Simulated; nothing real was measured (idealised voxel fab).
voxel gate over fins: a process module
Cross-section cut: width 240 nm, square cells of 5 nm.
Cross-section format: a grid of square cells, given as bands from top to bottom; each band is one or more rows of cells. Band entry format. Leading values: height of top, height of bottom, nm. Remainder: materials in left-to-right order, each with its width in nm. Special words: "everywhere" on a single material, which then fills the band edge to edge; "blank", empty space. Basically, 0 is our baseline, since under it the wafer straight out of the box is all one material. The bottom band has no lower end and keeps on going down, so it looks like "0 -> down". Read "30->40" as a graded width: first number on top, second number at the bottom, same change between each pair of neighbouring rows. "remained the same" after a step means that no cell of the cross-section changed. What "Catalogued sealed voids" gives you is every empty space of 8 cells or more that is cut off from the top. Each appears as width x height at distance, with the distance taken from the left edge and width, height and distance all in nm. That trailing text on a step's line, after the settings, is the simulator's own remark on the step. You can add "overlay nm" to a step's line. For a step with a mask, it describes how far the mask lay to the right of its planned position, and a negative number describes a lay to the left.
-- Process steps (planned)
1 RECEIVE [material Si]
2 CONFORMAL_DEP [material SiN] [thk nm 10]
3 MASKED_ETCH [tone cover] [mask id FINS] [width nm 15] [pitch nm 50] [etch materials SiN] [depth nm 10] [overlay nm 0]
4 MASKED_ETCH [tone cover] [mask id FINS] [width nm 15] [pitch nm 50] [etch materials Si] [depth nm 40] [overlay nm 0]
5 FILL_DEP [material SiO2] [thk nm 5]
6 CMP [height nm 10]
7 MASKED_ETCH [tone open] [mask id RAIL] [width nm 15] [etch materials SiO2] [depth nm 45] [overlay nm 0]
8 CONFORMAL_DEP [material TiN] [thk nm 5]
9 FILL_DEP [material Ru] [thk nm 5]
10 CMP [height nm 10]
11 SELECTIVE_ETCH [etch materials W Ru TiN] [depth nm 30]
12 FILL_DEP [material SiO2] [thk nm 5]
13 CMP [height nm 10]
14 SELECTIVE_ETCH [etch materials SiO2] [depth nm 20]
15 STRIP [etch materials SiN]
16 CONFORMAL_DEP [material HfO2] [thk nm 5]
17 CONFORMAL_DEP [material TiN] [thk nm 5]
18 FILL_DEP [material W] [thk nm 15]
19 CMP [height nm 20]
20 CONFORMAL_DEP [material SiN] [thk nm 10]
-- as received, after step 1
  0 -> down: Si everywhere
  Catalogued sealed voids: none
-- Cross-sectional image of the first of two wafers at the end of the module, the run having proceeded as planned
  30 -> 20: SiN everywhere
  20 -> 10: W everywhere
  10 -> 5: 50 nm W | 35 nm TiN | 15 nm W | 35 nm TiN | 15 nm W | 35 nm TiN | 55 nm W
  5 -> 0: 50 nm W | 5 nm TiN | 25 nm HfO2 | 5 nm TiN | 15 nm W | 5 nm TiN | 25 nm HfO2 | 5 nm TiN | 15 nm W | 5 nm TiN | 25 nm HfO2 | 5 nm TiN | 55 nm W
  0 -> -5: 55 nm TiN | 5 nm HfO2 | 15 nm Si | 5 nm HfO2 | 25 nm TiN | 5 nm HfO2 | 15 nm Si | 5 nm HfO2 | 25 nm TiN | 5 nm HfO2 | 15 nm Si | 5 nm HfO2 | 60 nm TiN
  -5 -> -10: 60 nm HfO2 | 15 nm Si | 35 nm HfO2 | 15 nm Si | 35 nm HfO2 | 15 nm Si | 65 nm HfO2
  -10 -> -20: 60 nm SiO2 | 15 nm Si | 35 nm SiO2 | 15 nm Si | 35 nm SiO2 | 15 nm Si | 65 nm SiO2
  -20 -> -30: 60 nm SiO2 | 15 nm Si | 10 nm SiO2 | 5 nm TiN | 5 nm Ru | 5 nm TiN | 10 nm SiO2 | 15 nm Si | 35 nm SiO2 | 15 nm Si | 65 nm SiO2
  -30 -> -35: 60 nm SiO2 | 15 nm Si | 10 nm SiO2 | 15 nm TiN | 10 nm SiO2 | 15 nm Si | 35 nm SiO2 | 15 nm Si | 65 nm SiO2
  -35 -> -40: 60 nm SiO2 | 15 nm Si | 35 nm SiO2 | 15 nm Si | 35 nm SiO2 | 15 nm Si | 65 nm SiO2
  -40 -> down: Si everywhere
  Catalogued sealed voids: none
-- Cross-section, second wafer: same start as the first, same plan as the first, one mistake in running it; taken at the end of the module
  30 -> 20: SiN everywhere
  20 -> 10: W everywhere
  10 -> 5: 50 nm W | 35 nm TiN | 15 nm W | 35 nm TiN | 15 nm W | 35 nm TiN | 55 nm W
  5 -> 0: 50 nm W | 5 nm TiN | 25 nm HfO2 | 5 nm TiN | 15 nm W | 5 nm TiN | 25 nm HfO2 | 5 nm TiN | 15 nm W | 5 nm TiN | 25 nm HfO2 | 5 nm TiN | 55 nm W
  0 -> -5: 55 nm TiN | 5 nm HfO2 | 15 nm Si | 5 nm HfO2 | 25 nm TiN | 5 nm HfO2 | 15 nm Si | 5 nm HfO2 | 25 nm TiN | 5 nm HfO2 | 15 nm Si | 5 nm HfO2 | 60 nm TiN
  -5 -> -10: 60 nm HfO2 | 15 nm Si | 35 nm HfO2 | 15 nm Si | 35 nm HfO2 | 15 nm Si | 65 nm HfO2
  -10 -> -20: 60 nm SiO2 | 15 nm Si | 35 nm SiO2 | 15 nm Si | 35 nm SiO2 | 15 nm Si | 65 nm SiO2
  -20 -> -30: 55 nm Ru | 5 nm TiN | 15 nm Si | 10 nm TiN | 15 nm SiO2 | 10 nm TiN | 15 nm Si | 5 nm TiN | 25 nm Ru | 5 nm TiN | 15 nm Si | 5 nm TiN | 60 nm Ru
  -30 -> -35: 60 nm TiN | 15 nm Si | 10 nm TiN | 15 nm SiO2 | 10 nm TiN | 15 nm Si | 35 nm TiN | 15 nm Si | 65 nm TiN
  -35 -> -40: 60 nm SiO2 | 15 nm Si | 35 nm SiO2 | 15 nm Si | 35 nm SiO2 | 15 nm Si | 65 nm SiO2
  -40 -> down: Si everywhere
  Catalogued sealed voids: none
Against the plan, the run slipped here: step 7 was not run as planned; what actually ran was MASKED_ETCH [tone cover] [mask id RAIL] [width nm 15] [etch materials SiO2] [depth nm 45] [overlay nm 0]
Per the end-of-run cell counts, the second wafer holds more or fewer of some materials than the first: +54 Ru; -99 SiO2; +45 TiN
